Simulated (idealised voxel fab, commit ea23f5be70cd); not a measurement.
process module | voxel lift off
cross-section cut | 295 nm wide | cells 5 nm
A cross-section is a grid of square cells, given in bands from the top down. A band is one or more rows of cells.
Each band's line starts with the height of the band's top and of its bottom, in nm. Then come its materials from left to right, each with its width in nm. One material with "throughout" fills the band from edge to edge. "air" is empty space.
Height 0 is the level under which the wafer as received is all one material. The lowest band goes on downwards, as in "0 down".
A width such as "30 to 40" changes by the same amount from each row of cells to the next, from the band's top row to its bottom row.
"no change" after a step means that no cell of the cross-section changed.
closed voids: empty space of 8 cells or more with no open way to the top, each as width x height at its distance from the left edge, in nm
after a step's settings: what the simulator itself notes on the step
overlay nm, on a step with a mask: how far to the right of its planned place the mask lay; to the left if negative
plan
1 op RECEIVE | material Si
2 op CONFORMAL_DEP | material SiN | thk nm 5
3 op PATTERN | tone open | mask id LINES | material resist | width nm 25 | pitch nm 55 | thk nm 30 | overlay nm 0
4 op DIRECTIONAL_DEP | material Ru | thk nm 15
5 op STRIP | etch materials resist
6 op CONFORMAL_DEP | material SiN | thk nm 10
first wafer, as planned
as received, after step 1
  0 down: Si throughout
  closed voids: none
after step 2
  5 to 0: SiN throughout
  below 0: unchanged
after step 3
  35 to 5: resist 50 | air 25 | resist 30 | air 25 | resist 30 | air 25 | resist 30 | air 25 | resist 55
  below 5: unchanged
after step 4
  50 to 35: Ru 50 | air 25 | Ru 30 | air 25 | Ru 30 | air 25 | Ru 30 | air 25 | Ru 55
  35 to 20: resist 50 | air 25 | resist 30 | air 25 | resist 30 | air 25 | resist 30 | air 25 | resist 55
  20 to 5: resist 50 | Ru 25 | resist 30 | Ru 25 | resist 30 | Ru 25 | resist 30 | Ru 25 | resist 55
  below 5: unchanged
after step 5
  20 to 5: air 50 | Ru 25 | air 30 | Ru 25 | air 30 | Ru 25 | air 30 | Ru 25 | air 55
  below 5: unchanged
after step 6
  30 to 20: air 40 | SiN 45 | air 10 | SiN 45 | air 10 | SiN 45 | air 10 | SiN 45 | air 45
  20 to 15: air 40 | SiN 10 | Ru 25 | SiN 10 | air 10 | SiN 10 | Ru 25 | SiN 10 | air 10 | SiN 10 | Ru 25 | SiN 10 | air 10 | SiN 10 | Ru 25 | SiN 10 | air 45
  15 to 5: SiN 50 | Ru 25 | SiN 30 | Ru 25 | SiN 30 | Ru 25 | SiN 30 | Ru 25 | SiN 55
  below 5: unchanged
second wafer: like start, like plan, one mistake. Through step 2 it matches the first wafer
when step 3 should have ended
  35 to 5: resist 55 | air 25 | resist 30 | air 25 | resist 30 | air 25 | resist 30 | air 25 | resist 50
  below 5: unchanged
when step 4 should have ended
  50 to 35: Ru 55 | air 25 | Ru 30 | air 25 | Ru 30 | air 25 | Ru 30 | air 25 | Ru 50
  35 to 20: resist 55 | air 25 | resist 30 | air 25 | resist 30 | air 25 | resist 30 | air 25 | resist 50
  20 to 5: resist 55 | Ru 25 | resist 30 | Ru 25 | resist 30 | Ru 25 | resist 30 | Ru 25 | resist 50
  below 5: unchanged
when step 5 should have ended
  20 to 5: air 55 | Ru 25 | air 30 | Ru 25 | air 30 | Ru 25 | air 30 | Ru 25 | air 50
  below 5: unchanged
when step 6 should have ended
  30 to 20: air 45 | SiN 45 | air 10 | SiN 45 | air 10 | SiN 45 | air 10 | SiN 45 | air 40
  20 to 15: air 45 | SiN 10 | Ru 25 | SiN 10 | air 10 | SiN 10 | Ru 25 | SiN 10 | air 10 | SiN 10 | Ru 25 | SiN 10 | air 10 | SiN 10 | Ru 25 | SiN 10 | air 40
  15 to 5: SiN 55 | Ru 25 | SiN 30 | Ru 25 | SiN 30 | Ru 25 | SiN 30 | Ru 25 | SiN 50
  below 5: unchanged
what went wrong: step 3 ran as: op PATTERN | tone open | mask id LINES | material resist | width nm 25 | pitch nm 55 | thk nm 30 | overlay nm 5
at the end the second wafer has, in cells: as many of each material as the first, in other places
